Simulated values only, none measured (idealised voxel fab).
process module | voxel gate over fins
cross-section cut | 280 nm wide | cells 5 nm
A cross-section is a grid of square cells, given in bands from the top down. A band is one or more rows of cells.
Each band's line starts with the height of the band's top and of its bottom, in nm. Then come its materials from left to right, each with its width in nm. One material with "throughout" fills the band from edge to edge. "air" is empty space.
Height 0 is the level under which the wafer as received is all one material. The lowest band goes on downwards, as in "0 down".
A width such as "30 to 40" changes by the same amount from each row of cells to the next, from the band's top row to its bottom row.
"no change" after a step means that no cell of the cross-section changed.
closed voids: empty space of 8 cells or more with no open way to the top, each as width x height at its distance from the left edge, in nm
after a step's settings: what the simulator itself notes on the step
overlay nm, on a step with a mask: how far to the right of its planned place the mask lay; to the left if negative
plan
1 op RECEIVE | material Si
2 op CONFORMAL_DEP | material SiN | thk nm 10
3 op DIRECTIONAL_DEP | material aC | thk nm 10
4 op PATTERN | tone cover | mask id FINS | material resist | width nm 15 | pitch nm 60 | thk nm 25 | overlay nm 0
5 op DIRECTIONAL_ETCH | etch materials aC | depth nm 10
6 op STRIP | etch materials resist
7 op DIRECTIONAL_ETCH | etch materials SiN | depth nm 10
8 op DIRECTIONAL_ETCH | etch materials Si | depth nm 30
9 op STRIP | etch materials aC
10 op OXIDIZE | depth nm 5
11 op FILL_DEP | material SiO2 | thk nm 5
12 op CMP | height nm 10
13 op PATTERN | tone open | mask id RAIL | material resist | width nm 15 | thk nm 20 | overlay nm 0
14 op DIRECTIONAL_ETCH | etch materials SiO2 | depth nm 35
15 op STRIP | etch materials resist
16 op CONFORMAL_DEP | material TiN | thk nm 5
17 op FILL_DEP | material W | thk nm 10
18 op CMP | height nm 10
19 op SELECTIVE_ETCH | etch materials W Ru TiN | depth nm 30
20 op FILL_DEP | material SiO2 | thk nm 5
21 op CMP | height nm 10
22 op SELECTIVE_ETCH | etch materials SiO2 | depth nm 25
23 op STRIP | etch materials SiN
24 op CONFORMAL_DEP | material HfO2 | thk nm 5
25 op CONFORMAL_DEP | material TiN | thk nm 5
26 op FILL_DEP | material W | thk nm 15
27 op CMP | height nm 20
28 op CONFORMAL_DEP | material SiCN | thk nm 10
first wafer, as planned
as received, after step 1
  0 down: Si throughout
  closed voids: none
after step 2
  10 to 0: SiN throughout
  below 0: unchanged
after step 3
  20 to 10: aC throughout
  below 10: unchanged
after step 4
  45 to 20: air 70 | resist 15 | air 45 | resist 15 | air 45 | resist 15 | air 75
  below 20: unchanged
after step 5
  35 to 20: air 70 | resist 15 | air 45 | resist 15 | air 45 | resist 15 | air 75
  20 to 10: air 70 | aC 15 | air 45 | aC 15 | air 45 | aC 15 | air 75
  below 10: unchanged
after step 6
  20 to 10: air 70 | aC 15 | air 45 | aC 15 | air 45 | aC 15 | air 75
  below 10: unchanged
after step 7
  20 to 10: air 70 | aC 15 | air 45 | aC 15 | air 45 | aC 15 | air 75
  10 to 0: air 70 | SiN 15 | air 45 | SiN 15 | air 45 | SiN 15 | air 75
  below 0: unchanged
after step 8
  20 to 10: air 70 | aC 15 | air 45 | aC 15 | air 45 | aC 15 | air 75
  10 to 0: air 70 | SiN 15 | air 45 | SiN 15 | air 45 | SiN 15 | air 75
  0 to -30: air 70 | Si 15 | air 45 | Si 15 | air 45 | Si 15 | air 75
  below -30: unchanged
after step 9
  10 to 0: air 70 | SiN 15 | air 45 | SiN 15 | air 45 | SiN 15 | air 75
  below 0: unchanged
after step 10
  10 to 0: air 70 | SiN 15 | air 45 | SiN 15 | air 45 | SiN 15 | air 75
  0 to -30: air 70 | SiO2 5 | Si 5 | SiO2 5 | air 45 | SiO2 5 | Si 5 | SiO2 5 | air 45 | SiO2 5 | Si 5 | SiO2 5 | air 75
  -30 to -35: SiO2 75 | Si 5 | SiO2 55 | Si 5 | SiO2 55 | Si 5 | SiO2 80
  below -35: unchanged
after step 11
  15 to 10: SiO2 throughout
  10 to 0: SiO2 70 | SiN 15 | SiO2 45 | SiN 15 | SiO2 45 | SiN 15 | SiO2 75
  0 to -35: SiO2 75 | Si 5 | SiO2 55 | Si 5 | SiO2 55 | Si 5 | SiO2 80
  below -35: unchanged
after step 12
  10 to 0: SiO2 70 | SiN 15 | SiO2 45 | SiN 15 | SiO2 45 | SiN 15 | SiO2 75
  below 0: unchanged
after step 13
  30 to 10: resist 100 | air 15 | resist 165
  below 10: unchanged
after step 14
  30 to 10: resist 100 | air 15 | resist 165
  10 to 0: SiO2 70 | SiN 15 | SiO2 15 | air 15 | SiO2 15 | SiN 15 | SiO2 45 | SiN 15 | SiO2 75
  0 to -25: SiO2 75 | Si 5 | SiO2 20 | air 15 | SiO2 20 | Si 5 | SiO2 55 | Si 5 | SiO2 80
  below -25: unchanged
after step 15
  10 to 0: SiO2 70 | SiN 15 | SiO2 15 | air 15 | SiO2 15 | SiN 15 | SiO2 45 | SiN 15 | SiO2 75
  below 0: unchanged
after step 16
  15 to 10: TiN 105 | air 5 | TiN 170
  10 to 0: SiO2 70 | SiN 15 | SiO2 15 | TiN 5 | air 5 | TiN 5 | SiO2 15 | SiN 15 | SiO2 45 | SiN 15 | SiO2 75
  0 to -20: SiO2 75 | Si 5 | SiO2 20 | TiN 5 | air 5 | TiN 5 | SiO2 20 | Si 5 | SiO2 55 | Si 5 | SiO2 80
  -20 to -25: SiO2 75 | Si 5 | SiO2 20 | TiN 15 | SiO2 20 | Si 5 | SiO2 55 | Si 5 | SiO2 80
  below -25: unchanged
after step 17
  25 to 15: W throughout
  15 to 10: TiN 105 | W 5 | TiN 170
  10 to 0: SiO2 70 | SiN 15 | SiO2 15 | TiN 5 | W 5 | TiN 5 | SiO2 15 | SiN 15 | SiO2 45 | SiN 15 | SiO2 75
  0 to -20: SiO2 75 | Si 5 | SiO2 20 | TiN 5 | W 5 | TiN 5 | SiO2 20 | Si 5 | SiO2 55 | Si 5 | SiO2 80
  below -20: unchanged
after step 18
  10 to 0: SiO2 70 | SiN 15 | SiO2 15 | TiN 5 | W 5 | TiN 5 | SiO2 15 | SiN 15 | SiO2 45 | SiN 15 | SiO2 75
  below 0: unchanged
after step 19
  10 to 0: SiO2 70 | SiN 15 | SiO2 15 | air 15 | SiO2 15 | SiN 15 | SiO2 45 | SiN 15 | SiO2 75
  0 to -20: SiO2 75 | Si 5 | SiO2 20 | air 15 | SiO2 20 | Si 5 | SiO2 55 | Si 5 | SiO2 80
  below -20: unchanged
after step 20
  15 to 10: SiO2 throughout
  10 to 0: SiO2 70 | SiN 15 | SiO2 45 | SiN 15 | SiO2 45 | SiN 15 | SiO2 75
  0 to -20: SiO2 75 | Si 5 | SiO2 55 | Si 5 | SiO2 55 | Si 5 | SiO2 80
  below -20: unchanged
after step 21
  10 to 0: SiO2 70 | SiN 15 | SiO2 45 | SiN 15 | SiO2 45 | SiN 15 | SiO2 75
  below 0: unchanged
after step 22
  10 to 0: air 70 | SiN 15 | air 45 | SiN 15 | air 45 | SiN 15 | air 75
  0 to -15: air 75 | Si 5 | air 55 | Si 5 | air 55 | Si 5 | air 80
  below -15: unchanged
after step 23
  0 to -15: air 75 | Si 5 | air 55 | Si 5 | air 55 | Si 5 | air 80
  below -15: unchanged
after step 24
  5 to 0: air 70 | HfO2 15 | air 45 | HfO2 15 | air 45 | HfO2 15 | air 75
  0 to -10: air 70 | HfO2 5 | Si 5 | HfO2 5 | air 45 | HfO2 5 | Si 5 | HfO2 5 | air 45 | HfO2 5 | Si 5 | HfO2 5 | air 75
  -10 to -15: HfO2 75 | Si 5 | HfO2 55 | Si 5 | HfO2 55 | Si 5 | HfO2 80
  below -15: unchanged
after step 25
  10 to 5: air 65 | TiN 25 | air 35 | TiN 25 | air 35 | TiN 25 | air 70
  5 to 0: air 65 | TiN 5 | HfO2 15 | TiN 5 | air 35 | TiN 5 | HfO2 15 | TiN 5 | air 35 | TiN 5 | HfO2 15 | TiN 5 | air 70
  0 to -5: air 65 | TiN 5 | HfO2 5 | Si 5 | HfO2 5 | TiN 5 | air 35 | TiN 5 | HfO2 5 | Si 5 | HfO2 5 | TiN 5 | air 35 | TiN 5 | HfO2 5 | Si 5 | HfO2 5 | TiN 5 | air 70
  -5 to -10: TiN 70 | HfO2 5 | Si 5 | HfO2 5 | TiN 45 | HfO2 5 | Si 5 | HfO2 5 | TiN 45 | HfO2 5 | Si 5 | HfO2 5 | TiN 75
  below -10: unchanged
after step 26
  25 to 10: W throughout
  10 to 5: W 65 | TiN 25 | W 35 | TiN 25 | W 35 | TiN 25 | W 70
  5 to 0: W 65 | TiN 5 | HfO2 15 | TiN 5 | W 35 | TiN 5 | HfO2 15 | TiN 5 | W 35 | TiN 5 | HfO2 15 | TiN 5 | W 70
  0 to -5: W 65 | TiN 5 | HfO2 5 | Si 5 | HfO2 5 | TiN 5 | W 35 | TiN 5 | HfO2 5 | Si 5 | HfO2 5 | TiN 5 | W 35 | TiN 5 | HfO2 5 | Si 5 | HfO2 5 | TiN 5 | W 70
  below -5: unchanged
after step 27
  20 to 10: W throughout
  below 10: unchanged
after step 28
  30 to 20: SiCN throughout
  below 20: unchanged
second wafer: like start, like plan, one mistake. Through step 17 it matches the first wafer
when step 18 should have ended: no change
when step 19 should have ended
  10 to 0: SiO2 70 | SiN 15 | SiO2 15 | air 15 | SiO2 15 | SiN 15 | SiO2 45 | SiN 15 | SiO2 75
  0 to -5: SiO2 75 | Si 5 | SiO2 20 | air 15 | SiO2 20 | Si 5 | SiO2 55 | Si 5 | SiO2 80
  below -5: unchanged
when step 20 should have ended
  15 to 10: SiO2 throughout
  10 to 0: SiO2 70 | SiN 15 | SiO2 45 | SiN 15 | SiO2 45 | SiN 15 | SiO2 75
  0 to -5: SiO2 75 | Si 5 | SiO2 55 | Si 5 | SiO2 55 | Si 5 | SiO2 80
  below -5: unchanged
when step 21 should have ended
  10 to 0: SiO2 70 | SiN 15 | SiO2 45 | SiN 15 | SiO2 45 | SiN 15 | SiO2 75
  below 0: unchanged
when step 22 should have ended
  10 to 0: air 70 | SiN 15 | air 45 | SiN 15 | air 45 | SiN 15 | air 75
  0 to -5: air 75 | Si 5 | air 55 | Si 5 | air 55 | Si 5 | air 80
  -5 to -15: air 75 | Si 5 | air 20 | TiN 5 | W 5 | TiN 5 | air 20 | Si 5 | air 55 | Si 5 | air 80
  below -15: unchanged
when step 23 should have ended
  0 to -5: air 75 | Si 5 | air 55 | Si 5 | air 55 | Si 5 | air 80
  below -5: unchanged
when step 24 should have ended
  5 to 0: air 70 | HfO2 15 | air 45 | HfO2 15 | air 45 | HfO2 15 | air 75
  0 to -5: air 70 | HfO2 5 | Si 5 | HfO2 5 | air 10 | HfO2 25 | air 10 | HfO2 5 | Si 5 | HfO2 5 | air 45 | HfO2 5 | Si 5 | HfO2 5 | air 75
  -5 to -10: air 70 | HfO2 5 | Si 5 | HfO2 5 | air 10 | HfO2 5 | TiN 5 | W 5 | TiN 5 | HfO2 5 | air 10 | HfO2 5 | Si 5 | HfO2 5 | air 45 | HfO2 5 | Si 5 | HfO2 5 | air 75
  -10 to -15: HfO2 75 | Si 5 | HfO2 20 | TiN 5 | W 5 | TiN 5 | HfO2 20 | Si 5 | HfO2 55 | Si 5 | HfO2 80
  below -15: unchanged
when step 25 should have ended
  10 to 5: air 65 | TiN 25 | air 35 | TiN 25 | air 35 | TiN 25 | air 70
  5 to 0: air 65 | TiN 5 | HfO2 15 | TiN 45 | HfO2 15 | TiN 5 | air 35 | TiN 5 | HfO2 15 | TiN 5 | air 70
  0 to -5: air 65 | TiN 5 | HfO2 5 | Si 5 | HfO2 5 | TiN 10 | HfO2 25 | TiN 10 | HfO2 5 | Si 5 | HfO2 5 | TiN 5 | air 35 | TiN 5 | HfO2 5 | Si 5 | HfO2 5 | TiN 5 | air 70
  -5 to -10: TiN 70 | HfO2 5 | Si 5 | HfO2 5 | TiN 10 | HfO2 5 | TiN 5 | W 5 | TiN 5 | HfO2 5 | TiN 10 | HfO2 5 | Si 5 | HfO2 5 | TiN 45 | HfO2 5 | Si 5 | HfO2 5 | TiN 75
  below -10: unchanged
when step 26 should have ended
  25 to 10: W throughout
  10 to 5: W 65 | TiN 25 | W 35 | TiN 25 | W 35 | TiN 25 | W 70
  5 to 0: W 65 | TiN 5 | HfO2 15 | TiN 45 | HfO2 15 | TiN 5 | W 35 | TiN 5 | HfO2 15 | TiN 5 | W 70
  0 to -5: W 65 | TiN 5 | HfO2 5 | Si 5 | HfO2 5 | TiN 10 | HfO2 25 | TiN 10 | HfO2 5 | Si 5 | HfO2 5 | TiN 5 | W 35 | TiN 5 | HfO2 5 | Si 5 | HfO2 5 | TiN 5 | W 70
  below -5: unchanged
when step 27 should have ended
  20 to 10: W throughout
  below 10: unchanged
when step 28 should have ended
  30 to 20: SiCN throughout
  below 20: unchanged
what went wrong: step 18 was left out
at the end the second wafer has, in cells: 4 more of HfO2 | 3 fewer of SiO2 | 10 more of TiN | 11 fewer of W
